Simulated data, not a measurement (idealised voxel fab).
Process module name: voxel transistor to metal
Cross-section cut spans 170 nm and uses square cells 5 nm in size.
Cross-section format: a grid of square cells, given as bands from top to bottom; each band is one or more rows of cells.
Band: top and bottom heights (nm) first, top before bottom; then materials from left to right, widths in nm. "edge to edge" marks a sole material filling the band edge to edge. "blank" denotes empty space.
Measure heights from 0. That's the level where, below it, the as-received wafer is all one material. The lowest band is bottomless and extends downward; write it as in "0 -> down".
Read "30..40" as a graded width: first number on top, second number at the bottom, same change between each pair of neighbouring rows.
The cross-section has no changed cell in any step marked "no modifications".
So "Catalogued sealed voids" is basically the list of trapped voids: any empty space of 8 cells or more that can't reach the top through an opening. They're written width x height at distance, the distance being from the left edge, and it's all nm.
On a step's line, text after the settings is the simulator commenting on that step.
"overlay nm" on a masked step: distance the mask lay right of its planned place, negative for left.

# The process steps that were planned are listed below
step 1: RECEIVE with material Si
step 2: OXIDIZE with depth nm 5
step 3: CONFORMAL_DEP with material SiN, thk nm 15
step 4: PATTERN with tone cover, mask id ACTIVE, material resist, width nm 100, thk nm 15, overlay nm 0
step 5: DIRECTIONAL_ETCH with etch materials SiN, depth nm 15
step 6: DIRECTIONAL_ETCH with etch materials SiO2, depth nm 5
step 7: DIRECTIONAL_ETCH with etch materials Si, depth nm 25
step 8: STRIP with etch materials resist
step 9: OXIDIZE with depth nm 5
step 10: FILL_DEP with material SiO2, thk nm 5
step 11: CMP with height nm 15
step 12: SELECTIVE_ETCH with etch materials SiO2, depth nm 5
step 13: STRIP with etch materials SiN
step 14: SELECTIVE_ETCH with etch materials SiO2, depth nm 5
step 15: OXIDIZE with depth nm 5
step 16: DIRECTIONAL_DEP with material polySi, thk nm 30
step 17: DIRECTIONAL_DEP with material SiCN, thk nm 10
step 18: PATTERN with tone cover, mask id GATE, material resist, width nm 20, thk nm 15, overlay nm -15
step 19: DIRECTIONAL_ETCH with etch materials SiCN, depth nm 20
step 20: DIRECTIONAL_ETCH with etch materials polySi, depth nm 40
step 21: STRIP with etch materials resist
step 22: CONFORMAL_DEP with material SiO2, thk nm 5
step 23: DIRECTIONAL_ETCH with etch materials SiO2, depth nm 5
step 24: CONFORMAL_DEP with material SiN, thk nm 5
step 25: DIRECTIONAL_ETCH with etch materials SiN, depth nm 5
step 26: DIRECTIONAL_ETCH with etch materials SiO2, depth nm 5
step 27: DIRECTIONAL_ETCH with etch materials Si, depth nm 5
step 28: EPI with material pSi, thk nm 5
step 29: FILL_DEP with material SiO2, thk nm 10
step 30: CMP with height nm 35
step 31: DIRECTIONAL_DEP with material SiO2, thk nm 15
step 32: MASKED_ETCH with tone open, mask id CONTACT, width nm 30, pitch nm 60, etch materials SiO2, depth nm 60, overlay nm 0
step 33: CONFORMAL_DEP with material TiN, thk nm 5
step 34: FILL_DEP with material W, thk nm 5
step 35: CMP with height nm 50
step 36: CONFORMAL_DEP with material SiN, thk nm 5
step 37: DIRECTIONAL_DEP with material SiO2, thk nm 15
step 38: DIRECTIONAL_DEP with material aC, thk nm 15
step 39: PATTERN with tone open, mask id METAL_1, material resist, width nm 20, pitch nm 70, thk nm 30, overlay nm 0
step 40: DIRECTIONAL_ETCH with etch materials aC, depth nm 15
step 41: STRIP with etch materials resist
step 42: DIRECTIONAL_ETCH with etch materials SiO2, depth nm 15
step 43: DIRECTIONAL_ETCH with etch materials SiN, depth nm 5
step 44: STRIP with etch materials aC
step 45: CONFORMAL_DEP with material TiN, thk nm 5
step 46: FILL_DEP with material Cu, thk nm 5
step 47: CMP with height nm 70
step 48: CONFORMAL_DEP with material SiN, thk nm 5
Heads up: all these wafers start the same, and what changes between them is the overlay nm in step 18. The value you see in the plan is just what the first wafer got.

# The first of several wafers in cross-section, exactly as it reached us after step 1
- 0 -> down = Si edge to edge
- Catalogued sealed voids: none

# Each row below is a wafer at the end of the module, listing for every material the number of cells it has gained (+) or lost (-) since it was received, followed by its closed voids
overlay nm -15 | +12 Cu | -158 Si | +8 SiCN | +80 SiN | +396 SiO2 | +84 TiN | +52 W | +12 pSi | +24 polySi | Catalogued sealed voids: none
overlay nm -10 | +12 Cu | -158 Si | +8 SiCN | +80 SiN | +387 SiO2 | +85 TiN | +60 W | +12 pSi | +24 polySi | Catalogued sealed voids: none
overlay nm -5 | +12 Cu | -158 Si | +8 SiCN | +80 SiN | +379 SiO2 | +85 TiN | +68 W | +12 pSi | +24 polySi | Catalogued sealed voids: none
overlay nm 0 | +12 Cu | -158 Si | +8 SiCN | +80 SiN | +388 SiO2 | +76 TiN | +68 W | +12 pSi | +24 polySi | Catalogued sealed voids: none
overlay nm 5 | +12 Cu | -158 Si | +8 SiCN | +80 SiN | +379 SiO2 | +85 TiN | +68 W | +12 pSi | +24 polySi | Catalogued sealed voids: none
overlay nm 10 | +12 Cu | -158 Si | +8 SiCN | +80 SiN | +387 SiO2 | +85 TiN | +60 W | +12 pSi | +24 polySi | Catalogued sealed voids: none
overlay nm 15 | +12 Cu | -158 Si | +8 SiCN | +80 SiN | +396 SiO2 | +84 TiN | +52 W | +12 pSi | +24 polySi | Catalogued sealed voids: none
